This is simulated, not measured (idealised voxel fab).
This is a process module. Its name is voxel capacitor over wiring.
265 nm wide, 5 nm square cells: that's cross-section cut.
The cross-sections in this document take the form of a grid made of square cells. They are written out as bands, in order from top to bottom. Each band consists of one or more rows of cells. What a band's entry tells you: where the top is and where the bottom is, as heights in nm, and after that what lies inside, material by material from left to right, each with its width in nm. Empty space is written as the word "air", and a single material marked with the word "all across" occupies the band from edge to edge. Basically, 0 is our baseline, since under it the wafer straight out of the box is all one material. The bottom band has no lower end and keeps on going down, so it looks like "0 down". You'd read "30 to 40" like this: the band's top row of cells is as wide as the first number, its bottom row is as wide as the second, and going down, every row changes width by the same amount as the row before did. It should be understood that the words "no modification", when stated for a given step, signify that the cross-section underwent no change in any of its cells during that step. What "Enclosed internal cavities" gives you is every empty space of 8 cells or more that is cut off from the top. Each appears as width x height at distance, with the distance taken from the left edge and width, height and distance all in nm. Past the settings on a step's line: simulator remark, on that step. The optional step-line setting "overlay nm" applies to steps with a mask and quantifies how far to the right of its planned location the mask lay, a negative value indicating leftward placement.
# This section lists the process steps that were planned
1: RECEIVE [material Si]
2: CONFORMAL_DEP [material SiO2] [thk nm 15]
3: CONFORMAL_DEP [material SiCN] [thk nm 5]
4: DIRECTIONAL_DEP [material lowk] [thk nm 20]
5: DIRECTIONAL_DEP [material aC] [thk nm 10]
6: PATTERN [tone open] [mask id METAL_1] [material resist] [width nm 30] [pitch nm 80] [thk nm 25] [overlay nm 0]
7: DIRECTIONAL_ETCH [etch materials aC] [depth nm 10]
8: STRIP [etch materials resist]
9: DIRECTIONAL_ETCH [etch materials lowk] [depth nm 20]
10: DIRECTIONAL_ETCH [etch materials SiCN] [depth nm 5]
11: STRIP [etch materials aC]
12: CONFORMAL_DEP [material TiN] [thk nm 5]
13: FILL_DEP [material Ru] [thk nm 10]
14: CMP [height nm 40]
15: EPI [material Ru] [thk nm 5]
16: FILL_DEP [material SiCN] [thk nm 5]
17: DIRECTIONAL_DEP [material SiO2] [thk nm 20]
18: DIRECTIONAL_DEP [material aC] [thk nm 10]
19: PATTERN [tone open] [mask id PLUG_1] [material resist] [width nm 15] [thk nm 25] [overlay nm 0]
20: DIRECTIONAL_ETCH [etch materials aC] [depth nm 10]
21: STRIP [etch materials resist]
22: DIRECTIONAL_ETCH [etch materials SiO2] [depth nm 20]
23: DIRECTIONAL_ETCH [etch materials SiCN] [depth nm 5]
24: STRIP [etch materials aC]
25: CONFORMAL_DEP [material TiN] [thk nm 5]
26: FILL_DEP [material Cu] [thk nm 5]
27: CMP [height nm 70]
28: DIRECTIONAL_DEP [material TiN] [thk nm 5]
29: DIRECTIONAL_DEP [material SiN] [thk nm 5]
30: DIRECTIONAL_DEP [material TiN] [thk nm 5]
31: DIRECTIONAL_DEP [material aC] [thk nm 15]
32: PATTERN [tone cover] [mask id UPPER_PLATE] [material resist] [width nm 55] [thk nm 30] [overlay nm 0]
33: DIRECTIONAL_ETCH [etch materials aC] [depth nm 15]
34: STRIP [etch materials resist]
35: DIRECTIONAL_ETCH [etch materials TiN] [depth nm 5]
36: DIRECTIONAL_ETCH [etch materials SiN] [depth nm 5]
37: STRIP [etch materials aC]
38: MASKED_ETCH [tone cover] [mask id LOWER_PLATE] [width nm 65] [etch materials TiN] [depth nm 5] [overlay nm 0]
39: FILL_DEP [material SiO2] [thk nm 15]
40: CMP [height nm 95]
41: MASKED_ETCH [tone open] [mask id PLUG_2] [width nm 15] [etch materials SiO2] [depth nm 10] [overlay nm 0]
42: CONFORMAL_DEP [material TiN] [thk nm 5]
43: FILL_DEP [material Cu] [thk nm 5]
44: CMP [height nm 95]
45: CONFORMAL_DEP [material SiCN] [thk nm 5]
# The first of two wafers, run as planned
# Cross-section: wafer on arrival = after step 1
* 0 down = Si all across
* Enclosed internal cavities: none
# Wafer xsec, post step 2
* 15 to 0 = SiO2 all across
* No changes below 0.
# Wafer xsec, post step 3
* 20 to 15 = SiCN all across
* No changes below 15.
# Wafer xsec, post step 4
* 40 to 20 = lowk all across
* No changes below 20.
# Wafer xsec, post step 5
* 50 to 40 = aC all across
* No changes below 40.
# Wafer xsec, post step 6
* 75 to 50 = resist (75)  air (30)  resist (50)  air (30)  resist (80)
* No changes below 50.
# Wafer xsec, post step 7
* 65 to 50 = resist (75)  air (30)  resist (50)  air (30)  resist (80)
* 50 to 40 = aC (75)  air (30)  aC (50)  air (30)  aC (80)
* No changes below 40.
# Wafer xsec, post step 8
* 50 to 40 = aC (75)  air (30)  aC (50)  air (30)  aC (80)
* No changes below 40.
# Wafer xsec, post step 9
* 50 to 40 = aC (75)  air (30)  aC (50)  air (30)  aC (80)
* 40 to 20 = lowk (75)  air (30)  lowk (50)  air (30)  lowk (80)
* No changes below 20.
# Wafer xsec, post step 10
* 50 to 40 = aC (75)  air (30)  aC (50)  air (30)  aC (80)
* 40 to 20 = lowk (75)  air (30)  lowk (50)  air (30)  lowk (80)
* 20 to 15 = SiCN (75)  air (30)  SiCN (50)  air (30)  SiCN (80)
* No changes below 15.
# Wafer xsec, post step 11
* 40 to 20 = lowk (75)  air (30)  lowk (50)  air (30)  lowk (80)
* No changes below 20.
# Wafer xsec, post step 12
* 45 to 40 = TiN (80)  air (20)  TiN (60)  air (20)  TiN (85)
* 40 to 20 = lowk (75)  TiN (5)  air (20)  TiN (5)  lowk (50)  TiN (5)  air (20)  TiN (5)  lowk (80)
* 20 to 15 = SiCN (75)  TiN (30)  SiCN (50)  TiN (30)  SiCN (80)
* No changes below 15.
# Wafer xsec, post step 13
* 55 to 45 = Ru all across
* 45 to 40 = TiN (80)  Ru (20)  TiN (60)  Ru (20)  TiN (85)
* 40 to 20 = lowk (75)  TiN (5)  Ru (20)  TiN (5)  lowk (50)  TiN (5)  Ru (20)  TiN (5)  lowk (80)
* No changes below 20.
# Wafer xsec, post step 14
* 40 to 20 = lowk (75)  TiN (5)  Ru (20)  TiN (5)  lowk (50)  TiN (5)  Ru (20)  TiN (5)  lowk (80)
* No changes below 20.
# Wafer xsec, post step 15
* 45 to 40 = air (70)  Ru (40)  air (40)  Ru (40)  air (75)
* No changes below 40.
# Wafer xsec, post step 16
* 50 to 45 = SiCN all across
* 45 to 40 = SiCN (70)  Ru (40)  SiCN (40)  Ru (40)  SiCN (75)
* No changes below 40.
# Wafer xsec, post step 17
* 70 to 50 = SiO2 all across
* No changes below 50.
# Wafer xsec, post step 18
* 80 to 70 = aC all across
* No changes below 70.
# Wafer xsec, post step 19
* 105 to 80 = resist (90)  air (15)  resist (160)
* No changes below 80.
# Wafer xsec, post step 20
* 95 to 80 = resist (90)  air (15)  resist (160)
* 80 to 70 = aC (90)  air (15)  aC (160)
* No changes below 70.
# Wafer xsec, post step 21
* 80 to 70 = aC (90)  air (15)  aC (160)
* No changes below 70.
# Wafer xsec, post step 22
* 80 to 70 = aC (90)  air (15)  aC (160)
* 70 to 50 = SiO2 (90)  air (15)  SiO2 (160)
* No changes below 50.
# Wafer xsec, post step 23
* 80 to 70 = aC (90)  air (15)  aC (160)
* 70 to 50 = SiO2 (90)  air (15)  SiO2 (160)
* 50 to 45 = SiCN (90)  air (15)  SiCN (160)
* No changes below 45.
# Wafer xsec, post step 24
* 70 to 50 = SiO2 (90)  air (15)  SiO2 (160)
* No changes below 50.
# Wafer xsec, post step 25
* 75 to 70 = TiN (95)  air (5)  TiN (165)
* 70 to 50 = SiO2 (90)  TiN (5)  air (5)  TiN (5)  SiO2 (160)
* 50 to 45 = SiCN (90)  TiN (15)  SiCN (160)
* No changes below 45.
# Wafer xsec, post step 26
* 80 to 75 = Cu all across
* 75 to 70 = TiN (95)  Cu (5)  TiN (165)
* 70 to 50 = SiO2 (90)  TiN (5)  Cu (5)  TiN (5)  SiO2 (160)
* No changes below 50.
# Wafer xsec, post step 27
* 70 to 50 = SiO2 (90)  TiN (5)  Cu (5)  TiN (5)  SiO2 (160)
* No changes below 50.
# Wafer xsec, post step 28
* 75 to 70 = TiN all across
* No changes below 70.
# Wafer xsec, post step 29
* 80 to 75 = SiN all across
* No changes below 75.
# Wafer xsec, post step 30
* 85 to 80 = TiN all across
* No changes below 80.
# Wafer xsec, post step 31
* 100 to 85 = aC all across
* No changes below 85.
# Wafer xsec, post step 32
* 130 to 100 = air (90)  resist (55)  air (120)
* No changes below 100.
# Wafer xsec, post step 33
* 115 to 100 = air (90)  resist (55)  air (120)
* 100 to 85 = air (90)  aC (55)  air (120)
* No changes below 85.
# Wafer xsec, post step 34
* 100 to 85 = air (90)  aC (55)  air (120)
* No changes below 85.
# Wafer xsec, post step 35
* 100 to 85 = air (90)  aC (55)  air (120)
* 85 to 80 = air (90)  TiN (55)  air (120)
* No changes below 80.
# Wafer xsec, post step 36
* 100 to 85 = air (90)  aC (55)  air (120)
* 85 to 80 = air (90)  TiN (55)  air (120)
* 80 to 75 = air (90)  SiN (55)  air (120)
* No changes below 75.
# Wafer xsec, post step 37
* 85 to 80 = air (90)  TiN (55)  air (120)
* No changes below 80.
# Wafer xsec, post step 38
* 85 to 80 = air (90)  TiN (55)  air (120)
* 80 to 75 = air (90)  SiN (55)  air (120)
* 75 to 70 = air (85)  TiN (65)  air (115)
* No changes below 70.
# Wafer xsec, post step 39
* 100 to 85 = SiO2 all across
* 85 to 80 = SiO2 (90)  TiN (55)  SiO2 (120)
* 80 to 75 = SiO2 (90)  SiN (55)  SiO2 (120)
* 75 to 70 = SiO2 (85)  TiN (65)  SiO2 (115)
* No changes below 70.
# Wafer xsec, post step 40
* 95 to 85 = SiO2 all across
* No changes below 85.
# Wafer xsec, post step 41
* 95 to 85 = SiO2 (100)  air (15)  SiO2 (150)
* No changes below 85.
# Wafer xsec, post step 42
* 100 to 95 = TiN (105)  air (5)  TiN (155)
* 95 to 90 = SiO2 (100)  TiN (5)  air (5)  TiN (5)  SiO2 (150)
* 90 to 80 = SiO2 (100 to 90)  TiN (15 to 55)  SiO2 (150 to 120)
* No changes below 80.
# Wafer xsec, post step 43
* 105 to 100 = Cu all across
* 100 to 95 = TiN (105)  Cu (5)  TiN (155)
* 95 to 90 = SiO2 (100)  TiN (5)  Cu (5)  TiN (5)  SiO2 (150)
* No changes below 90.
# Wafer xsec, post step 44
* 95 to 90 = SiO2 (100)  TiN (5)  Cu (5)  TiN (5)  SiO2 (150)
* No changes below 90.
# Wafer xsec, post step 45
* 100 to 95 = SiCN all across
* No changes below 95.
# Now the other wafer: same start, same recipe, but we messed up one thing when running it. Up to and including step 28 it's the same as the first one
# Second wafer, cross-section, planned end of step 29
* 80 to 70 = TiN all across
* No changes below 70.
# Second wafer, cross-section, planned end of step 30
* 85 to 80 = SiN all across
* No changes below 80.
# Second wafer, cross-section, planned end of step 31
* 100 to 85 = aC all across
* No changes below 85.
# Second wafer, cross-section, planned end of step 32
* 130 to 100 = air (90)  resist (55)  air (120)
* No changes below 100.
# Second wafer, cross-section, planned end of step 33
* 115 to 100 = air (90)  resist (55)  air (120)
* 100 to 85 = air (90)  aC (55)  air (120)
* No changes below 85.
# Second wafer, cross-section, planned end of step 34
* 100 to 85 = air (90)  aC (55)  air (120)
* No changes below 85.
Second wafer, cross-section, planned end of step 35: no modification
# Second wafer, cross-section, planned end of step 36
* 100 to 85 = air (90)  aC (55)  air (120)
* 85 to 80 = air (90)  SiN (55)  air (120)
* No changes below 80.
# Second wafer, cross-section, planned end of step 37
* 85 to 80 = air (90)  SiN (55)  air (120)
* No changes below 80.
# Second wafer, cross-section, planned end of step 38
* 85 to 80 = air (90)  SiN (55)  air (120)
* 80 to 75 = air (85)  TiN (65)  air (115)
* No changes below 75.
# Second wafer, cross-section, planned end of step 39
* 100 to 85 = SiO2 all across
* 85 to 80 = SiO2 (90)  SiN (55)  SiO2 (120)
* 80 to 75 = SiO2 (85)  TiN (65)  SiO2 (115)
* No changes below 75.
# Second wafer, cross-section, planned end of step 40
* 95 to 85 = SiO2 all across
* No changes below 85.
# Second wafer, cross-section, planned end of step 41
* 95 to 85 = SiO2 (100)  air (15)  SiO2 (150)
* No changes below 85.
# Second wafer, cross-section, planned end of step 42
* 100 to 95 = TiN (105)  air (5)  TiN (155)
* 95 to 90 = SiO2 (100)  TiN (5)  air (5)  TiN (5)  SiO2 (150)
* 90 to 85 = SiO2 (100)  TiN (15)  SiO2 (150)
* No changes below 85.
# Second wafer, cross-section, planned end of step 43
* 105 to 100 = Cu all across
* 100 to 95 = TiN (105)  Cu (5)  TiN (155)
* 95 to 90 = SiO2 (100)  TiN (5)  Cu (5)  TiN (5)  SiO2 (150)
* No changes below 90.
# Second wafer, cross-section, planned end of step 44
* 95 to 90 = SiO2 (100)  TiN (5)  Cu (5)  TiN (5)  SiO2 (150)
* No changes below 90.
# Second wafer, cross-section, planned end of step 45
* 100 to 95 = SiCN all across
* No changes below 95.
Misprocessing identified: steps 29 and 30: order swapped relative to plan
Materials where the second wafer ends with more or fewer cells than the first: 42 fewer of SiO2, 42 more of TiN
